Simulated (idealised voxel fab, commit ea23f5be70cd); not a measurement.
process module | voxel self aligned vias
cross-section cut | 250 nm wide | cells 5 nm
A cross-section is a grid of square cells, given in bands from the top down. A band is one or more rows of cells.
Each band's line starts with the height of the band's top and of its bottom, in nm. Then come its materials from left to right, each with its width in nm. One material with "throughout" fills the band from edge to edge. "air" is empty space.
Height 0 is the level under which the wafer as received is all one material. The lowest band goes on downwards, as in "0 down".
A width such as "30 to 40" changes by the same amount from each row of cells to the next, from the band's top row to its bottom row.
"no change" after a step means that no cell of the cross-section changed.
closed voids: empty space of 8 cells or more with no open way to the top, each as width x height at its distance from the left edge, in nm
after a step's settings: what the simulator itself notes on the step
overlay nm, on a step with a mask: how far to the right of its planned place the mask lay; to the left if negative
plan
1 op RECEIVE | material Si
2 op CONFORMAL_DEP | material SiO2 | thk nm 15
3 op CONFORMAL_DEP | material SiCN | thk nm 5
4 op DIRECTIONAL_DEP | material lowk | thk nm 25
5 op PATTERN | tone open | mask id LINES | material resist | width nm 20 | pitch nm 55 | thk nm 20 | overlay nm 0
6 op DIRECTIONAL_ETCH | etch materials lowk | depth nm 25
7 op STRIP | etch materials resist
8 op CONFORMAL_DEP | material TiN | thk nm 5
9 op FILL_DEP | material W | thk nm 5
10 op CMP | height nm 45
11 op SELECTIVE_ETCH | etch materials W Ru TiN | depth nm 5
12 op FILL_DEP | material SiN | thk nm 10
13 op CMP | height nm 45
14 op DIRECTIONAL_DEP | material lowk | thk nm 20
15 op DIRECTIONAL_DEP | material aC | thk nm 10
16 op PATTERN | tone open | mask id VIAS | material resist | width nm 40 | pitch nm 55 | thk nm 25 | overlay nm 0
17 op DIRECTIONAL_ETCH | etch materials aC | depth nm 10
18 op STRIP | etch materials resist
19 op DIRECTIONAL_ETCH | etch materials lowk | depth nm 20
20 op DIRECTIONAL_ETCH | etch materials SiN | depth nm 5
21 op STRIP | etch materials aC
22 op CONFORMAL_DEP | material TiN | thk nm 5
23 op FILL_DEP | material Ru | thk nm 10
24 op CMP | height nm 65
25 op CONFORMAL_DEP | material SiCN | thk nm 5
as received, after step 1
  0 down: Si throughout
  closed voids: none
first wafer at the end, as planned
  70 to 65: SiCN throughout
  65 to 50: lowk 50 | TiN 5 | Ru 30 | TiN 5 | lowk 15 | TiN 5 | Ru 30 | TiN 5 | lowk 15 | TiN 5 | Ru 30 | TiN 5 | lowk 50
  50 to 45: lowk 50 | TiN 15 | Ru 10 | TiN 15 | lowk 15 | TiN 15 | Ru 10 | TiN 15 | lowk 15 | TiN 15 | Ru 10 | TiN 15 | lowk 50
  45 to 40: lowk 60 | TiN 20 | lowk 35 | TiN 20 | lowk 35 | TiN 20 | lowk 60
  40 to 25: lowk 60 | TiN 5 | W 10 | TiN 5 | lowk 35 | TiN 5 | W 10 | TiN 5 | lowk 35 | TiN 5 | W 10 | TiN 5 | lowk 60
  25 to 20: lowk 60 | TiN 20 | lowk 35 | TiN 20 | lowk 35 | TiN 20 | lowk 60
  20 to 15: SiCN throughout
  15 to 0: SiO2 throughout
  0 down: Si throughout
  closed voids: none
second wafer at the end: like start, like plan, one mistake
  70 to 65: SiCN throughout
  65 to 50: lowk 50 | TiN 5 | Ru 30 | TiN 5 | lowk 15 | TiN 5 | Ru 30 | TiN 5 | lowk 15 | TiN 5 | Ru 30 | TiN 5 | lowk 50
  50 to 45: lowk 50 | TiN 40 | lowk 15 | TiN 40 | lowk 15 | TiN 40 | lowk 50
  45 to 40: SiN 50 | TiN 10 | lowk 20 | TiN 10 | SiN 15 | TiN 10 | lowk 20 | TiN 10 | SiN 15 | TiN 10 | lowk 20 | TiN 10 | SiN 50
  40 to 25: W 55 | TiN 5 | lowk 20 | TiN 5 | W 25 | TiN 5 | lowk 20 | TiN 5 | W 25 | TiN 5 | lowk 20 | TiN 5 | W 55
  25 to 20: TiN 60 | lowk 20 | TiN 35 | lowk 20 | TiN 35 | lowk 20 | TiN 60
  20 to 15: SiCN throughout
  15 to 0: SiO2 throughout
  0 down: Si throughout
  closed voids: none
what went wrong: step 5 ran as: op PATTERN | tone cover | mask id LINES | material resist | width nm 20 | pitch nm 55 | thk nm 20 | overlay nm 0
at the end the second wafer has, in cells: 6 fewer of Ru | 26 more of SiN | 32 more of TiN | 78 more of W | 130 fewer of lowk
